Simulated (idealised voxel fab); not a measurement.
process module | voxel released beams
We display cut, a cross-section 175 nm in width whose square cells are each 5 nm.
How to read a cross-section here: the picture is a grid of square cells, written as bands going from the top down, and any band can span one or more rows of cells. The entry gives the band's vertical extent as a top height and a bottom height in nm, then its horizontal make-up as materials from left to right, each with a width in nm. "blank" stands for empty space; a single material marked "edge to edge" fills the band edge to edge. Note: height 0 marks the level under which the wafer is uniformly one material as received. Lowest band unbounded below, written "0..down". The width entry "30..40" should be interpreted row by row: the top row of cells in the band takes the first number, the bottom row takes the second number, and the change between adjacent rows is uniform throughout. Where a step carries "same as before", the cross-section came out of it unchanged, cell for cell. The list in "Encapsulated voids" covers empty spaces of 8 cells or more that cannot reach the top through any open way, and it gives each as width x height at distance; the distance is from the left edge, and width, height and distance are in nm. Post-settings text on a step line: simulator's own remark regarding the step. "overlay nm" denotes, for a step that has a mask, the displacement of the mask to the right of its planned place, with negative values corresponding to the left.

# Process steps foreseen in the plan
1: RECEIVE,material Si
2: CONFORMAL_DEP,material SiN,thk nm 5
3: DIRECTIONAL_DEP,material SiO2,thk nm 15
4: PATTERN,tone open,mask id ANCHOR,material resist,width nm 25,thk nm 15,overlay nm 0
5: DIRECTIONAL_ETCH,etch materials SiO2,depth nm 15
6: STRIP,etch materials resist
7: CONFORMAL_DEP,material TiN,thk nm 10
8: DIRECTIONAL_DEP,material aC,thk nm 15
9: PATTERN,tone cover,mask id BEAM,material resist,width nm 95,thk nm 30,overlay nm 0
10: DIRECTIONAL_ETCH,etch materials aC,depth nm 15
11: STRIP,etch materials resist
12: DIRECTIONAL_ETCH,etch materials TiN,depth nm 10
13: STRIP,etch materials aC
14: STRIP,etch materials SiO2

# Wafer as received: cross-section following step 1
* 0..down  Si edge to edge
* Encapsulated voids: none

# End-of-module cross-section. Starting structure and process plan as above; one mistake made in running it
* 30..20  blank 35; TiN 40; blank 100
* 20..15  blank 30; TiN 10; SiO2 25; TiN 10; blank 100
* 15..5  blank 30; TiN 10; SiO2 25; TiN 65; blank 45
* 5..0  SiN edge to edge
* 0..down  Si edge to edge
* Encapsulated voids: none
In executing the process, a mistake was made relative to the plan: step 4 changed vs plan, executed as PATTERN,tone cover,mask id ANCHOR,material resist,width nm 25,thk nm 15,overlay nm 0
